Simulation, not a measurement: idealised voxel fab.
The following process module bears the name voxel quadruple lines.
This is section cut - it's 140 nm across, gridded in 5 nm square cells.
Cross-section format: a grid of square cells, given as bands from top to bottom; each band is one or more rows of cells.
In this notation a band is specified by the heights of its top and bottom, in that order and in nm, after which its materials appear from left to right, each paired with its width in nm. The word "full width" attached to a single material means that material fills the band from edge to edge; the word "blank" stands for empty space.
Convention: height 0 is the level below which the wafer, as received, is all one material. The lowest band does not terminate at the bottom but continues downward, represented as "0..down".
A two-number width, for instance "30 to 40", indicates that the width is equal to the first number in the top row of the band and to the second number in the bottom row, and that it changes by a constant amount per row of cells.
"no alteration" -> step changed no cross-section cell.
In "Enclosed cavities" the enclosed voids are listed, meaning empty spaces of 8 cells or larger without any opening to the top. The form is width x height at distance, distance from the left edge, units nm.
Post-settings text on a step line: simulator's own remark regarding the step.
On any step carrying a mask, the "overlay nm" setting, if present on the step's line, tells how far right of its planned place the mask lay; negative values point to the left.
The process steps that were planned are listed below
1 RECEIVE (material Si)
2 CONFORMAL_DEP (material Al2O3; thk nm 5)
3 DIRECTIONAL_DEP (material Ru; thk nm 10)
4 DIRECTIONAL_DEP (material polySi; thk nm 20)
5 DIRECTIONAL_DEP (material aC; thk nm 25)
6 PATTERN (tone cover; mask id MANDREL; material resist; width nm 30; thk nm 35; overlay nm 0)
7 DIRECTIONAL_ETCH (etch materials aC; depth nm 25)
8 STRIP (etch materials resist)
9 CONFORMAL_DEP (material SiO2; thk nm 10)
10 DIRECTIONAL_ETCH (etch materials SiO2; depth nm 10)
11 STRIP (etch materials aC)
12 DIRECTIONAL_ETCH (etch materials polySi; depth nm 20)
13 STRIP (etch materials SiO2)
14 CONFORMAL_DEP (material SiN; thk nm 10)
15 DIRECTIONAL_ETCH (etch materials SiN; depth nm 10)
16 STRIP (etch materials polySi)
17 DIRECTIONAL_ETCH (etch materials Ru; depth nm 10)
18 STRIP (etch materials SiN)
19 FILL_DEP (material SiO2; thk nm 10)
20 CMP (height nm 15)
Cross-section of the wafer as it came to us, i.e., already through step 1
> 0..down = Si full width
> Enclosed cavities: none
Module complete - cross-section of the first of two wafers, run according to plan
> 15..5 = SiO2 35 nm / Ru 10 nm / SiO2 10 nm / Ru 10 nm / SiO2 10 nm / Ru 10 nm / SiO2 10 nm / Ru 10 nm / SiO2 35 nm
> 5..0 = Al2O3 full width
> 0..down = Si full width
> Enclosed cavities: none
Presented here is a cross-section of the second of the two wafers as it stood at the end of the module. It was started in the same manner and assigned the same plan as the first wafer; however, one mistake was made in its execution
> 15..5 = SiO2 45 nm / Ru 10 nm / SiO2 30 nm / Ru 10 nm / SiO2 45 nm
> 5..0 = Al2O3 full width
> 0..down = Si full width
> Enclosed cavities: none
What was done differently from what was planned? so step 16 ended up running with a different setting than we planned, it ran as STRIP (etch materials SiN)
It is noted that, at the conclusion of processing, the second wafer exhibits a higher or lower cell count for certain materials relative to the first: Ru: 8 fewer; SiO2: 8 more
